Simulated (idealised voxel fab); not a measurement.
process module | voxel air gaps
cross-section cut | 215 nm wide | cells 5 nm
A cross-section is a grid of square cells, given in bands from the top down. A band is one or more rows of cells.
Each band's line starts with the height of the band's top and of its bottom, in nm. Then come its materials from left to right, each with its width in nm. One material with "throughout" fills the band from edge to edge. "air" is empty space.
Height 0 is the level under which the wafer as received is all one material. The lowest band goes on downwards, as in "0 down".
A width such as "30 to 40" changes by the same amount from each row of cells to the next, from the band's top row to its bottom row.
"no change" after a step means that no cell of the cross-section changed.
closed voids: empty space of 8 cells or more with no open way to the top, each as width x height at its distance from the left edge, in nm
after a step's settings: what the simulator itself notes on the step
overlay nm, on a step with a mask: how far to the right of its planned place the mask lay; to the left if negative
plan
1 op RECEIVE | material Si
2 op CONFORMAL_DEP | material SiO2 | thk nm 15
3 op CONFORMAL_DEP | material SiCN | thk nm 5
4 op DIRECTIONAL_DEP | material SiO2 | thk nm 35
5 op DIRECTIONAL_DEP | material aC | thk nm 15
6 op PATTERN | tone open | mask id LINES | material resist | width nm 25 | pitch nm 50 | thk nm 30 | overlay nm -15
7 op DIRECTIONAL_ETCH | etch materials aC | depth nm 15
8 op STRIP | etch materials resist
9 op DIRECTIONAL_ETCH | etch materials SiO2 | depth nm 35
10 op STRIP | etch materials aC
11 op CONFORMAL_DEP | material TiN | thk nm 5
12 op FILL_DEP | material W | thk nm 5
13 op CMP | height nm 55
14 op EPI | material Ru | thk nm 10
15 op SELECTIVE_ETCH | etch materials SiO2 | depth nm 45
16 op CONFORMAL_DEP | material SiCN | thk nm 5
varied across the wafers: overlay nm of step 6. The plan shows the first wafer's value. All wafers start alike
first wafer as received, after step 1
  0 down: Si throughout
  closed voids: none
each wafer at the end: cells of each material gained (+) or lost (-) since it was received, then its closed voids
overlay nm -15 | +54 Ru | +156 SiCN | +129 SiO2 | +51 TiN | +54 W | closed voids: 15 x 25 at 60; 15 x 25 at 110
overlay nm -10 | +54 Ru | +156 SiCN | +129 SiO2 | +51 TiN | +54 W | closed voids: 15 x 25 at 65; 15 x 25 at 115
overlay nm -5 | +54 Ru | +156 SiCN | +129 SiO2 | +51 TiN | +54 W | closed voids: 15 x 25 at 70; 15 x 25 at 120
overlay nm 0 | +54 Ru | +156 SiCN | +129 SiO2 | +51 TiN | +54 W | closed voids: 15 x 25 at 75; 15 x 25 at 125
overlay nm 5 | +54 Ru | +156 SiCN | +129 SiO2 | +51 TiN | +54 W | closed voids: 15 x 25 at 80; 15 x 25 at 130
overlay nm 10 | +54 Ru | +156 SiCN | +129 SiO2 | +51 TiN | +54 W | closed voids: 15 x 25 at 85; 15 x 25 at 135
overlay nm 15 | +54 Ru | +156 SiCN | +129 SiO2 | +51 TiN | +54 W | closed voids: 15 x 25 at 90; 15 x 25 at 140
